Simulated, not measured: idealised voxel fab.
The following process module bears the name voxel ribs on slabs.
The figure presents cross-section cut, which has a width of 140 nm and is divided into square cells with an edge length of 5 nm.
Format of a cross-section: grid, square cells. Given as bands. Order: top down. Band: one or more rows of cells. Band: top and bottom heights (nm) first, top before bottom; then materials from left to right, widths in nm. "everywhere" marks a sole material filling the band edge to edge. "empty" denotes empty space. A quick word on heights: they are counted from 0, and under that level the wafer as it came to us is one material throughout. The lowest band is different from the rest in having no bottom; it simply continues downward, written as in "0 and below". Width spec "30..40" -> top row of cells at first value, bottom row at second value, equal per-row change in between. Where the words "nothing was modified" appear for a step, the cross-section shows no cell changed by that step; every cell remained as before. Any empty space of 8 cells or more lacking an open way to the top shows up in "Closed void table" as width x height at distance, distance from the left edge, in nm. That trailing text on a step's line, after the settings, is the simulator's own remark on the step. What "overlay nm" on a step's line means: if the step has a mask, that mask lay this far to the right of its planned place, or, when the value is negative, to the left.
-- Set out below are the planned steps of the process
1) RECEIVE: material Si
2) DIRECTIONAL_DEP: material SiO2, thk nm 30
3) DIRECTIONAL_DEP: material SiN, thk nm 20
4) MASKED_ETCH: tone cover, mask id RIB, width nm 20, etch materials SiN, depth nm 5, overlay nm 0
5) PATTERN: tone cover, mask id SLAB, material resist, width nm 50, thk nm 15, overlay nm 0
6) DIRECTIONAL_ETCH: etch materials SiN, depth nm 15
7) STRIP: etch materials resist
8) FILL_DEP: material SiO2, thk nm 25
9) CMP: height nm 65
10) DIRECTIONAL_DEP: material W, thk nm 10
11) DIRECTIONAL_DEP: material aC, thk nm 15
12) PATTERN: tone cover, mask id HEATER, material resist, width nm 30, thk nm 35, overlay nm 0
13) DIRECTIONAL_ETCH: etch materials aC, depth nm 15
14) STRIP: etch materials resist
15) DIRECTIONAL_ETCH: etch materials W, depth nm 10
16) STRIP: etch materials aC
17) CONFORMAL_DEP: material SiN, thk nm 5
-- First of two wafers, with the run carried out as planned
-- Received-state cross-section, reflecting completion of step 1
* 0 and below | Si everywhere
* Closed void table: none
-- After step 2: wafer cross-section
* 30 down to 0 | SiO2 everywhere
* Everything below 0 is unchanged.
-- After step 3: wafer cross-section
* 50 down to 30 | SiN everywhere
* Everything below 30 is unchanged.
-- After step 4: wafer cross-section
* 50 down to 45 | empty 60 nm / SiN 20 nm / empty 60 nm
* Everything below 45 is unchanged.
-- After step 5: wafer cross-section
* 65 down to 50 | empty 45 nm / resist 50 nm / empty 45 nm
* 50 down to 45 | empty 45 nm / resist 15 nm / SiN 20 nm / resist 15 nm / empty 45 nm
* Everything below 45 is unchanged.
-- After step 6: wafer cross-section
* 65 down to 50 | empty 45 nm / resist 50 nm / empty 45 nm
* 50 down to 45 | empty 45 nm / resist 15 nm / SiN 20 nm / resist 15 nm / empty 45 nm
* 45 down to 30 | empty 45 nm / SiN 50 nm / empty 45 nm
* Everything below 30 is unchanged.
-- After step 7: wafer cross-section
* 50 down to 45 | empty 60 nm / SiN 20 nm / empty 60 nm
* Everything below 45 is unchanged.
-- After step 8: wafer cross-section
* 75 down to 50 | SiO2 everywhere
* 50 down to 45 | SiO2 60 nm / SiN 20 nm / SiO2 60 nm
* 45 down to 30 | SiO2 45 nm / SiN 50 nm / SiO2 45 nm
* Everything below 30 is unchanged.
-- After step 9: wafer cross-section
* 65 down to 50 | SiO2 everywhere
* Everything below 50 is unchanged.
-- After step 10: wafer cross-section
* 75 down to 65 | W everywhere
* Everything below 65 is unchanged.
-- After step 11: wafer cross-section
* 90 down to 75 | aC everywhere
* Everything below 75 is unchanged.
-- After step 12: wafer cross-section
* 125 down to 90 | empty 55 nm / resist 30 nm / empty 55 nm
* Everything below 90 is unchanged.
-- After step 13: wafer cross-section
* 110 down to 90 | empty 55 nm / resist 30 nm / empty 55 nm
* 90 down to 75 | empty 55 nm / aC 30 nm / empty 55 nm
* Everything below 75 is unchanged.
-- After step 14: wafer cross-section
* 90 down to 75 | empty 55 nm / aC 30 nm / empty 55 nm
* Everything below 75 is unchanged.
-- After step 15: wafer cross-section
* 90 down to 75 | empty 55 nm / aC 30 nm / empty 55 nm
* 75 down to 65 | empty 55 nm / W 30 nm / empty 55 nm
* Everything below 65 is unchanged.
-- After step 16: wafer cross-section
* 75 down to 65 | empty 55 nm / W 30 nm / empty 55 nm
* Everything below 65 is unchanged.
-- After step 17: wafer cross-section
* 80 down to 75 | empty 50 nm / SiN 40 nm / empty 50 nm
* 75 down to 70 | empty 50 nm / SiN 5 nm / W 30 nm / SiN 5 nm / empty 50 nm
* 70 down to 65 | SiN 55 nm / W 30 nm / SiN 55 nm
* Everything below 65 is unchanged.
-- Second wafer: same start and same plan as the first, one execution error; identical to the first through step 11
-- Second wafer, cut view, end of step 12 per plan
* 125 down to 90 | resist 55 nm / empty 30 nm / resist 55 nm
* Everything below 90 is unchanged.
-- Second wafer, cut view, end of step 13 per plan
* 110 down to 90 | resist 55 nm / empty 30 nm / resist 55 nm
* 90 down to 75 | aC 55 nm / empty 30 nm / aC 55 nm
* Everything below 75 is unchanged.
-- Second wafer, cut view, end of step 14 per plan
* 90 down to 75 | aC 55 nm / empty 30 nm / aC 55 nm
* Everything below 75 is unchanged.
-- Second wafer, cut view, end of step 15 per plan
* 90 down to 75 | aC 55 nm / empty 30 nm / aC 55 nm
* 75 down to 65 | W 55 nm / empty 30 nm / W 55 nm
* Everything below 65 is unchanged.
-- Second wafer, cut view, end of step 16 per plan
* 75 down to 65 | W 55 nm / empty 30 nm / W 55 nm
* Everything below 65 is unchanged.
-- Second wafer, cut view, end of step 17 per plan
* 80 down to 75 | SiN 60 nm / empty 20 nm / SiN 60 nm
* 75 down to 70 | W 55 nm / SiN 5 nm / empty 20 nm / SiN 5 nm / W 55 nm
* 70 down to 65 | W 55 nm / SiN 30 nm / W 55 nm
* Everything below 65 is unchanged.
Against the plan, the run slipped here: in deviation from the planned setting, step 12 was conducted as PATTERN: tone open, mask id HEATER, material resist, width nm 30, thk nm 35, overlay nm 0
FYI, end of process, the second wafer has more or fewer cells of some materials than the first: W: 32 more
